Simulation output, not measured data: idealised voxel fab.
The process module presented herein is designated voxel gate over fins.
It is cross-section cut that appears here, measuring 250 nm in width, its square cells being 5 nm in size.
A cross-section is a grid of square cells, given in bands from the top down. A band is one or more rows of cells. Heights first: top, then bottom, in nm. Then materials, left to right, each with a width in nm. "throughout" on a single material: fills the band edge to edge. "air": empty space. Zero point of the height axis is 0; under it, received wafer = one material. Lowest band: continues down indefinitely, "top 0, no bottom". The notation "30..40" denotes a width that varies across the rows of cells in the band, beginning at the first number in the top row, finishing at the second number in the bottom row, and changing by an identical amount from each row to the next. You'll sometimes find "remained the same" written for a step, and that's the way of saying that nowhere in the cross-section did a cell change during that step. This entry, "Entrapped void list", enumerates those empty regions of no fewer than 8 cells that possess no open connection to the top. Each region is reported in the form width x height at distance, the distance being taken from the left edge, with all three quantities expressed in nm. Note: text after step settings on the step line = simulator remark on that step. For masked steps, "overlay nm" on the step line gives how far right of plan the mask actually lay; a minus sign means it lay to the left.

plan
| 1 | RECEIVE: material Si |
| 2 | CONFORMAL_DEP: material SiN, thk nm 5 |
| 3 | DIRECTIONAL_DEP: material aC, thk nm 15 |
| 4 | PATTERN: tone cover, mask id FINS, material resist, width nm 15, pitch nm 50, thk nm 30, overlay nm 0 |
| 5 | DIRECTIONAL_ETCH: etch materials aC, depth nm 15 |
| 6 | STRIP: etch materials resist |
| 7 | DIRECTIONAL_ETCH: etch materials SiN, depth nm 5 |
| 8 | DIRECTIONAL_ETCH: etch materials Si, depth nm 40 |
| 9 | STRIP: etch materials aC |
| 10 | FILL_DEP: material SiO2, thk nm 15 |
| 11 | CMP: height nm 5 |
| 12 | DIRECTIONAL_DEP: material aC, thk nm 10 |
| 13 | PATTERN: tone open, mask id RAIL, material resist, width nm 15, thk nm 25, overlay nm 0 |
| 14 | DIRECTIONAL_ETCH: etch materials aC, depth nm 10 |
| 15 | STRIP: etch materials resist |
| 16 | DIRECTIONAL_ETCH: etch materials SiO2, depth nm 40 |
| 17 | STRIP: etch materials aC |
| 18 | CONFORMAL_DEP: material TiN, thk nm 5 |
| 19 | FILL_DEP: material Ru, thk nm 5 |
| 20 | CMP: height nm 5 |
| 21 | SELECTIVE_ETCH: etch materials W Ru TiN, depth nm 20 |
| 22 | FILL_DEP: material SiO2, thk nm 5 |
| 23 | CMP: height nm 5 |
| 24 | SELECTIVE_ETCH: etch materials SiO2, depth nm 15 |
| 25 | STRIP: etch materials SiN |
| 26 | CONFORMAL_DEP: material HfO2, thk nm 5 |
| 27 | CONFORMAL_DEP: material TiN, thk nm 5 |
| 28 | FILL_DEP: material W, thk nm 15 |
| 29 | CMP: height nm 20 |
| 30 | CONFORMAL_DEP: material SiN, thk nm 5 |

Step 1 complete: cross-section of the wafer as received
    top 0, no bottom: Si throughout
    Entrapped void list: none

first wafer at the end, as planned
    top 25, bottom 20: SiN throughout
    top 20, bottom 10: W throughout
    top 10, bottom 5: W (55) / TiN (35) / W (15) / TiN (35) / W (15) / TiN (35) / W (60)
    top 5, bottom 0: W (55) / TiN (5) / HfO2 (25) / TiN (5) / W (15) / TiN (5) / HfO2 (25) / TiN (5) / W (15) / TiN (5) / HfO2 (25) / TiN (5) / W (60)
    top 0, bottom -5: TiN (60) / HfO2 (5) / Si (15) / HfO2 (5) / TiN (25) / HfO2 (5) / Si (15) / HfO2 (5) / TiN (25) / HfO2 (5) / Si (15) / HfO2 (5) / TiN (65)
    top -5, bottom -10: HfO2 (65) / Si (15) / HfO2 (35) / Si (15) / HfO2 (35) / Si (15) / HfO2 (70)
    top -10, bottom -15: SiO2 (65) / Si (15) / SiO2 (35) / Si (15) / SiO2 (35) / Si (15) / SiO2 (70)
    top -15, bottom -30: SiO2 (65) / Si (15) / SiO2 (10) / TiN (5) / Ru (5) / TiN (5) / SiO2 (10) / Si (15) / SiO2 (35) / Si (15) / SiO2 (70)
    top -30, bottom -35: SiO2 (65) / Si (15) / SiO2 (10) / TiN (15) / SiO2 (10) / Si (15) / SiO2 (35) / Si (15) / SiO2 (70)
    top -35, bottom -40: SiO2 (65) / Si (15) / SiO2 (35) / Si (15) / SiO2 (35) / Si (15) / SiO2 (70)
    top -40, no bottom: Si throughout
    Entrapped void list: none

Now the second wafer, cross-sectioned at the end of the module. Nothing different at the start, nothing different in the plan compared with the first, just one mistake when it was actually run
    top 25, bottom 20: SiN throughout
    top 20, bottom 10: W throughout
    top 10, bottom 5: W (55) / TiN (35) / W (15) / TiN (35) / W (15) / TiN (35) / W (60)
    top 5, bottom 0: W (55) / TiN (5) / HfO2 (25) / TiN (5) / W (15) / TiN (5) / HfO2 (25) / TiN (5) / W (15) / TiN (5) / HfO2 (25) / TiN (5) / W (60)
    top 0, bottom -5: TiN (60) / HfO2 (5) / Si (15) / HfO2 (5) / TiN (25) / HfO2 (5) / Si (15) / HfO2 (5) / TiN (25) / HfO2 (5) / Si (15) / HfO2 (5) / TiN (65)
    top -5, bottom -10: HfO2 (65) / Si (15) / HfO2 (35) / Si (15) / HfO2 (35) / Si (15) / HfO2 (70)
    top -10, bottom -15: SiO2 (65) / Si (15) / SiO2 (35) / Si (15) / SiO2 (35) / Si (15) / SiO2 (70)
    top -15, bottom -30: SiO2 (65) / Si (15) / SiO2 (10) / TiN (5) / Ru (5) / TiN (5) / SiO2 (10) / Si (15) / SiO2 (35) / Si (15) / SiO2 (70)
    top -30, bottom -35: SiO2 (65) / Si (15) / SiO2 (10) / TiN (15) / SiO2 (10) / Si (15) / SiO2 (35) / Si (15) / SiO2 (70)
    top -35, bottom -80: SiO2 (65) / Si (15) / SiO2 (35) / Si (15) / SiO2 (35) / Si (15) / SiO2 (70)
    top -80, no bottom: Si throughout
    Entrapped void list: none
What was the processing mistake? step 8 was run twice
Final tally in cells, some materials are higher or lower on the second wafer than on the first: -328 Si | +328 SiO2
